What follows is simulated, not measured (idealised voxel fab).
The process module that follows is named voxel spacer lines.
The width of the displayed cross-section, cut, is 230 nm; its cells are square, with a size of 5 nm.
In what follows, cross-sections appear as grids of square cells, described through bands that run from the top down, where every band is one or more rows of cells.
Basically the band line says how high the top is and how high the bottom is, in nm, and then what's in it from left to right, every material with its width in nm. Empty space shows up as "blank", and if a single material carries "full width" it runs the full band edge to edge.
Heights are measured from 0, the level below which the as-received wafer is all one material; the lowest band has no bottom and continues downward, written as in "top 0, no bottom".
With a width like "30 to 40", each row of cells in the band differs from the next by the same amount, the top row carrying the first number and the bottom row the second.
Step marked "same as before"? Then no cell in the cross-section changed in it.
You'll see "Fully enclosed voids" listing empty spaces that have no way open to the top, as long as they're 8 cells or more; the notation is width x height at distance, where the distance is from the left edge, and all of it is in nm.
That trailing text on a step's line, after the settings, is the simulator's own remark on the step.
overlay nm: right-of-plan distance of the mask on a masked step; negative values mean left-of-plan.
Steps in the process plan
1: RECEIVE with material Si
2: CONFORMAL_DEP with material SiO2, thk nm 5
3: DIRECTIONAL_DEP with material polySi, thk nm 10
4: DIRECTIONAL_DEP with material aC, thk nm 20
5: PATTERN with tone cover, mask id MANDREL, material resist, width nm 20, pitch nm 70, thk nm 25, overlay nm 0
6: DIRECTIONAL_ETCH with etch materials aC, depth nm 20
7: STRIP with etch materials resist
8: CONFORMAL_DEP with material SiN, thk nm 15
9: DIRECTIONAL_ETCH with etch materials SiN, depth nm 15
10: STRIP with etch materials aC
11: DIRECTIONAL_ETCH with etch materials polySi, depth nm 10
12: STRIP with etch materials SiN
13: FILL_DEP with material lowk, thk nm 10
14: CMP with height nm 15
Wafer at receipt (post step 1), cross-section
  top 0, no bottom = Si full width
  Fully enclosed voids: none
Wafer at module end, in section. Began as above, planned as above, run with one mistake
  top 15, bottom 5 = lowk=55; polySi=15; lowk=20; polySi=15; lowk=20; polySi=15; lowk=20; polySi=15; lowk=55
  top 5, bottom 0 = lowk full width
  top 0, no bottom = Si full width
  Fully enclosed voids: none
Processing error: heads up, step 2 didn't go per plan, it actually ran as CONFORMAL_DEP with material lowk, thk nm 5
